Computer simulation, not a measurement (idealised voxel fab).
process module | voxel capacitor over wiring
cross-section cut | 210 nm wide | cells 5 nm
A cross-section is a grid of square cells, given in bands from the top down. A band is one or more rows of cells.
Each band's line starts with the height of the band's top and of its bottom, in nm. Then come its materials from left to right, each with its width in nm. One material with "throughout" fills the band from edge to edge. "air" is empty space.
Height 0 is the level under which the wafer as received is all one material. The lowest band goes on downwards, as in "0 down".
A width such as "30 to 40" changes by the same amount from each row of cells to the next, from the band's top row to its bottom row.
"no change" after a step means that no cell of the cross-section changed.
closed voids: empty space of 8 cells or more with no open way to the top, each as width x height at its distance from the left edge, in nm
after a step's settings: what the simulator itself notes on the step
overlay nm, on a step with a mask: how far to the right of its planned place the mask lay; to the left if negative
plan
1 op RECEIVE | material Si
2 op CONFORMAL_DEP | material SiO2 | thk nm 15
3 op CONFORMAL_DEP | material SiN | thk nm 5
4 op DIRECTIONAL_DEP | material lowk | thk nm 15
5 op PATTERN | tone open | mask id METAL_1 | material resist | width nm 20 | pitch nm 75 | thk nm 20 | overlay nm 0
6 op DIRECTIONAL_ETCH | etch materials lowk | depth nm 15
7 op DIRECTIONAL_ETCH | etch materials SiN | depth nm 5
8 op STRIP | etch materials resist
9 op CONFORMAL_DEP | material TiN | thk nm 5
10 op FILL_DEP | material Ru | thk nm 10
11 op CMP | height nm 35
12 op EPI | material Ru | thk nm 5
13 op FILL_DEP | material SiCN | thk nm 5
14 op DIRECTIONAL_DEP | material lowk | thk nm 10
15 op MASKED_ETCH | tone open | mask id PLUG_1 | width nm 15 | etch materials lowk | depth nm 10 | overlay nm 0
16 op MASKED_ETCH | tone open | mask id PLUG_1 | width nm 15 | etch materials SiCN | depth nm 5 | overlay nm 0
17 op EPI | material Ru | thk nm 10
18 op EPI | material Ru | thk nm 5
19 op DIRECTIONAL_DEP | material TiN | thk nm 5
20 op DIRECTIONAL_DEP | material Al2O3 | thk nm 5
21 op DIRECTIONAL_DEP | material TiN | thk nm 5
22 op DIRECTIONAL_DEP | material aC | thk nm 15
23 op PATTERN | tone cover | mask id UPPER_PLATE | material resist | width nm 60 | thk nm 35 | overlay nm 0
24 op DIRECTIONAL_ETCH | etch materials aC | depth nm 15
25 op STRIP | etch materials resist
26 op DIRECTIONAL_ETCH | etch materials TiN | depth nm 5
27 op DIRECTIONAL_ETCH | etch materials Al2O3 | depth nm 5
28 op STRIP | etch materials aC
29 op MASKED_ETCH | tone cover | mask id LOWER_PLATE | width nm 70 | etch materials TiN | depth nm 5 | overlay nm 0
30 op FILL_DEP | material SiO2 | thk nm 20
31 op CMP | height nm 85
32 op PATTERN | tone open | mask id PLUG_2 | material resist | width nm 15 | thk nm 20 | overlay nm 0
33 op DIRECTIONAL_ETCH | etch materials SiO2 | depth nm 15
34 op STRIP | etch materials resist
35 op CONFORMAL_DEP | material TiN | thk nm 5
36 op FILL_DEP | material Cu | thk nm 10
37 op CMP | height nm 85
38 op CONFORMAL_DEP | material SiCN | thk nm 5
as received, after step 1
  0 down: Si throughout
  closed voids: none
first wafer at the end, as planned
  90 to 85: SiCN throughout
  85 to 75: SiO2 70 | TiN 5 | Cu 5 | TiN 5 | SiO2 125
  75 to 65: SiO2 70 to 60 | TiN 15 to 60 | SiO2 125 to 90
  65 to 60: SiO2 60 | Al2O3 60 | SiO2 90
  60 to 55: SiO2 55 | TiN 70 | SiO2 85
  55 to 45: lowk 60 | Ru 15 | lowk 135
  45 to 40: SiCN 60 | Ru 15 | SiCN 135
  40 to 35: SiCN 50 | Ru 30 | SiCN 45 | Ru 30 | SiCN 55
  35 to 20: lowk 55 | TiN 5 | Ru 10 | TiN 5 | lowk 55 | TiN 5 | Ru 10 | TiN 5 | lowk 60
  20 to 15: SiN 55 | TiN 20 | SiN 55 | TiN 20 | SiN 60
  15 to 0: SiO2 throughout
  0 down: Si throughout
  closed voids: none
second wafer at the end: like start, like plan, one mistake
  90 to 85: SiCN throughout
  85 to 75: SiO2 70 | TiN 5 | Al2O3 5 | TiN 5 | SiO2 125
  75 to 65: SiO2 70 to 60 | TiN 15 to 60 | SiO2 125 to 90
  65 to 60: SiO2 60 | Al2O3 60 | SiO2 90
  60 to 55: SiO2 55 | TiN 70 | SiO2 85
  55 to 45: lowk 60 | Ru 15 | lowk 135
  45 to 40: SiCN 60 | Ru 15 | SiCN 135
  40 to 35: SiCN 50 | Ru 30 | SiCN 45 | Ru 30 | SiCN 55
  35 to 20: lowk 55 | TiN 5 | Ru 10 | TiN 5 | lowk 55 | TiN 5 | Ru 10 | TiN 5 | lowk 60
  20 to 15: SiN 55 | TiN 20 | SiN 55 | TiN 20 | SiN 60
  15 to 0: SiO2 throughout
  0 down: Si throughout
  closed voids: none
what went wrong: step 36 ran as: op FILL_DEP | material Al2O3 | thk nm 10
at the end the second wafer has, in cells: 2 more of Al2O3 | 2 fewer of Cu
